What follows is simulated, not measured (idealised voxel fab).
Module name: voxel air gaps (process module)
For reference, the cross-section in this document is cut, with width 195 nm and square cells of 5 nm.
In what follows, cross-sections appear as grids of square cells, described through bands that run from the top down, where every band is one or more rows of cells.
Look at the band entry: it leads with the top's height and the bottom's height in nm. Then it lists the materials left to right, with a width in nm for each. The word "full width" on a single material says that material fills the band edge to edge. The word "blank" is empty space.
Where do heights start? At 0: under that level the wafer as delivered is made of one material only. And the lowest band has no floor; it just carries on downward, as in "top 0, no bottom".
Read "30->40" as a graded width: first number on top, second number at the bottom, same change between each pair of neighbouring rows.
"no alteration" -> step changed no cross-section cell.
In the "Fully sealed voids" entry, you get each enclosed empty space of 8 cells or more, one with no open way to the top, written width x height at distance, distance from the left edge, in nm.
Past the settings on a step's line: simulator remark, on that step.
overlay nm: where the mask lay relative to plan, measured to the right, on steps with a mask; negatives go left.

LIST OF PLANNED PROCESS STEPS
step 1: RECEIVE,material Si
step 2: CONFORMAL_DEP,material SiO2,thk nm 10
step 3: CONFORMAL_DEP,material SiN,thk nm 5
step 4: DIRECTIONAL_DEP,material SiO2,thk nm 35
step 5: MASKED_ETCH,tone open,mask id LINES,width nm 15,pitch nm 40,etch materials SiO2,depth nm 35,overlay nm 0
step 6: CONFORMAL_DEP,material TiN,thk nm 5
step 7: FILL_DEP,material W,thk nm 10
step 8: CMP,height nm 50
step 9: EPI,material Ru,thk nm 10
step 10: SELECTIVE_ETCH,etch materials SiO2,depth nm 45
step 11: CONFORMAL_DEP,material SiN,thk nm 5

OF TWO WAFERS, THE FIRST: RUN ACCORDING TO PLAN

STEP 1 COMPLETE: CROSS-SECTION OF THE WAFER AS RECEIVED
* top 0, no bottom = Si full width
* Fully sealed voids: none

UPON COMPLETION OF STEP 2, THE WAFER APPEARS IN CROSS-SECTION AS SHOWN
* top 10, bottom 0 = SiO2 full width
* Below 0 it's all the same as before, nothing changed down there.

UPON COMPLETION OF STEP 3, THE WAFER APPEARS IN CROSS-SECTION AS SHOWN
* top 15, bottom 10 = SiN full width
* Below 10 it's all the same as before, nothing changed down there.

UPON COMPLETION OF STEP 4, THE WAFER APPEARS IN CROSS-SECTION AS SHOWN
* top 50, bottom 15 = SiO2 full width
* Below 15 it's all the same as before, nothing changed down there.

UPON COMPLETION OF STEP 5, THE WAFER APPEARS IN CROSS-SECTION AS SHOWN
* top 50, bottom 15 = SiO2: 50 | blank: 15 | SiO2: 25 | blank: 15 | SiO2: 25 | blank: 15 | SiO2: 50
* Below 15 it's all the same as before, nothing changed down there.

UPON COMPLETION OF STEP 6, THE WAFER APPEARS IN CROSS-SECTION AS SHOWN
* top 55, bottom 50 = TiN: 55 | blank: 5 | TiN: 35 | blank: 5 | TiN: 35 | blank: 5 | TiN: 55
* top 50, bottom 20 = SiO2: 50 | TiN: 5 | blank: 5 | TiN: 5 | SiO2: 25 | TiN: 5 | blank: 5 | TiN: 5 | SiO2: 25 | TiN: 5 | blank: 5 | TiN: 5 | SiO2: 50
* top 20, bottom 15 = SiO2: 50 | TiN: 15 | SiO2: 25 | TiN: 15 | SiO2: 25 | TiN: 15 | SiO2: 50
* Below 15 it's all the same as before, nothing changed down there.

UPON COMPLETION OF STEP 7, THE WAFER APPEARS IN CROSS-SECTION AS SHOWN
* top 65, bottom 55 = W full width
* top 55, bottom 50 = TiN: 55 | W: 5 | TiN: 35 | W: 5 | TiN: 35 | W: 5 | TiN: 55
* top 50, bottom 20 = SiO2: 50 | TiN: 5 | W: 5 | TiN: 5 | SiO2: 25 | TiN: 5 | W: 5 | TiN: 5 | SiO2: 25 | TiN: 5 | W: 5 | TiN: 5 | SiO2: 50
* Below 20 it's all the same as before, nothing changed down there.

UPON COMPLETION OF STEP 8, THE WAFER APPEARS IN CROSS-SECTION AS SHOWN
* top 50, bottom 20 = SiO2: 50 | TiN: 5 | W: 5 | TiN: 5 | SiO2: 25 | TiN: 5 | W: 5 | TiN: 5 | SiO2: 25 | TiN: 5 | W: 5 | TiN: 5 | SiO2: 50
* Below 20 it's all the same as before, nothing changed down there.

UPON COMPLETION OF STEP 9, THE WAFER APPEARS IN CROSS-SECTION AS SHOWN
* top 60, bottom 50 = blank: 40 | Ru: 35 | blank: 5 | Ru: 35 | blank: 5 | Ru: 35 | blank: 40
* Below 50 it's all the same as before, nothing changed down there.

UPON COMPLETION OF STEP 10, THE WAFER APPEARS IN CROSS-SECTION AS SHOWN
* top 60, bottom 50 = blank: 40 | Ru: 35 | blank: 5 | Ru: 35 | blank: 5 | Ru: 35 | blank: 40
* top 50, bottom 20 = blank: 50 | TiN: 5 | W: 5 | TiN: 5 | blank: 25 | TiN: 5 | W: 5 | TiN: 5 | blank: 25 | TiN: 5 | W: 5 | TiN: 5 | blank: 50
* top 20, bottom 15 = blank: 50 | TiN: 15 | blank: 25 | TiN: 15 | blank: 25 | TiN: 15 | blank: 50
* Below 15 it's all the same as before, nothing changed down there.

UPON COMPLETION OF STEP 11, THE WAFER APPEARS IN CROSS-SECTION AS SHOWN
* top 65, bottom 60 = blank: 35 | SiN: 125 | blank: 35
* top 60, bottom 50 = blank: 35 | SiN: 5 | Ru: 35 | SiN: 5 | Ru: 35 | SiN: 5 | Ru: 35 | SiN: 5 | blank: 35
* top 50, bottom 45 = blank: 35 | SiN: 15 | TiN: 5 | W: 5 | TiN: 5 | SiN: 25 | TiN: 5 | W: 5 | TiN: 5 | SiN: 25 | TiN: 5 | W: 5 | TiN: 5 | SiN: 15 | blank: 35
* top 45, bottom 20 = blank: 45 | SiN: 5 | TiN: 5 | W: 5 | TiN: 5 | SiN: 5 | blank: 15 | SiN: 5 | TiN: 5 | W: 5 | TiN: 5 | SiN: 5 | blank: 15 | SiN: 5 | TiN: 5 | W: 5 | TiN: 5 | SiN: 5 | blank: 45
* top 20, bottom 15 = SiN: 50 | TiN: 15 | SiN: 25 | TiN: 15 | SiN: 25 | TiN: 15 | SiN: 50
* Below 15 it's all the same as before, nothing changed down there.
* Fully sealed voids: 15 x 25 at 70; 15 x 25 at 110

THE SECOND WAFER: COMMON ORIGIN AND PLAN, ONE MISTAKE IN EXECUTION, IDENTICAL TO THE FIRST THROUGH STEP 8

PLANNED END OF STEP 9: SECOND WAFER, CROSS-SECTION
* top 70, bottom 50 = blank: 30 | Ru: 135 | blank: 30
* Below 50 it's all the same as before, nothing changed down there.

PLANNED END OF STEP 10: SECOND WAFER, CROSS-SECTION
* top 70, bottom 50 = blank: 30 | Ru: 135 | blank: 30
* top 50, bottom 20 = blank: 50 | TiN: 5 | W: 5 | TiN: 5 | SiO2: 25 | TiN: 5 | W: 5 | TiN: 5 | SiO2: 25 | TiN: 5 | W: 5 | TiN: 5 | blank: 50
* top 20, bottom 15 = blank: 50 | TiN: 15 | SiO2: 25 | TiN: 15 | SiO2: 25 | TiN: 15 | blank: 50
* Below 15 it's all the same as before, nothing changed down there.

PLANNED END OF STEP 11: SECOND WAFER, CROSS-SECTION
* top 75, bottom 70 = blank: 25 | SiN: 145 | blank: 25
* top 70, bottom 50 = blank: 25 | SiN: 5 | Ru: 135 | SiN: 5 | blank: 25
* top 50, bottom 45 = blank: 25 | SiN: 25 | TiN: 5 | W: 5 | TiN: 5 | SiO2: 25 | TiN: 5 | W: 5 | TiN: 5 | SiO2: 25 | TiN: 5 | W: 5 | TiN: 5 | SiN: 25 | blank: 25
* top 45, bottom 20 = blank: 45 | SiN: 5 | TiN: 5 | W: 5 | TiN: 5 | SiO2: 25 | TiN: 5 | W: 5 | TiN: 5 | SiO2: 25 | TiN: 5 | W: 5 | TiN: 5 | SiN: 5 | blank: 45
* top 20, bottom 15 = SiN: 50 | TiN: 15 | SiO2: 25 | TiN: 15 | SiO2: 25 | TiN: 15 | SiN: 50
* Below 15 it's all the same as before, nothing changed down there.
Nonconformance to the process plan: step 9 of the plan was carried out twice
Looking at both finished wafers in cells, the second ends up ahead of or behind the first on some materials: Ru +66 | SiN -32 | SiO2 +70
Final observation: first wafer, 2 closed voids; second wafer, 0 closed voids.
